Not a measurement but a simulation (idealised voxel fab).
Process module, titled voxel tone inversion
For reference, the cross-section in this document is cut, with width 175 nm and square cells of 5 nm.
Cross-section format: a grid of square cells, given as bands from top to bottom; each band is one or more rows of cells.
Quick guide to a band line: top height, bottom height (nm) up front; then every material left to right with its width in nm. Only one material and it's marked "full width"? Then it fills the band edge to edge. And "empty" just means empty space.
Below 0: as-received wafer, all one material; heights counted from there. Lowest band: no bottom, goes on down, written "from 0 down".
Graded width ("30 to 40"): value in top row of band = first number; value in bottom row = second number; row-to-row change constant.
"remained the same" -> step changed no cross-section cell.
"Enclosed cavity list": sealed empty spaces, 8 cells or more, no open way to top, listed width x height at distance, with distance from the left edge and width, height and distance in nm.
Whatever follows a step's settings on its line is a remark the simulator itself makes about that step.
"overlay nm", when on a step's line for a step with a mask, measures how far to the right of its planned place the mask lay; a negative measure means to the left.

**Planned step list for the process**
step 1: RECEIVE | material Si
step 2: CONFORMAL_DEP | material SiCN | thk nm 5
step 3: DIRECTIONAL_DEP | material aC | thk nm 25
step 4: PATTERN | tone cover | mask id POSTS | material resist | width nm 20 | pitch nm 40 | thk nm 30 | overlay nm 0
step 5: DIRECTIONAL_ETCH | etch materials aC | depth nm 25
step 6: STRIP | etch materials resist
step 7: FILL_DEP | material lowk | thk nm 5
step 8: CMP | height nm 30
step 9: STRIP | etch materials aC

**Shown in cross-section is the wafer as received, that is, as it stands after step 1**
> from 0 down = Si full width
> Enclosed cavity list: none

**Figure: cross-sectional view of the wafer upon completion of the module, processed from the initial state and according to the plan depicted above, with one error introduced during execution**
> from 30 to 25 = SiCN full width
> from 25 to 0 = aC full width
> from 0 down = Si full width
> Enclosed cavity list: none
What broke from the plan during processing? note: step 2 <-> step 3, run order reversed vs plan
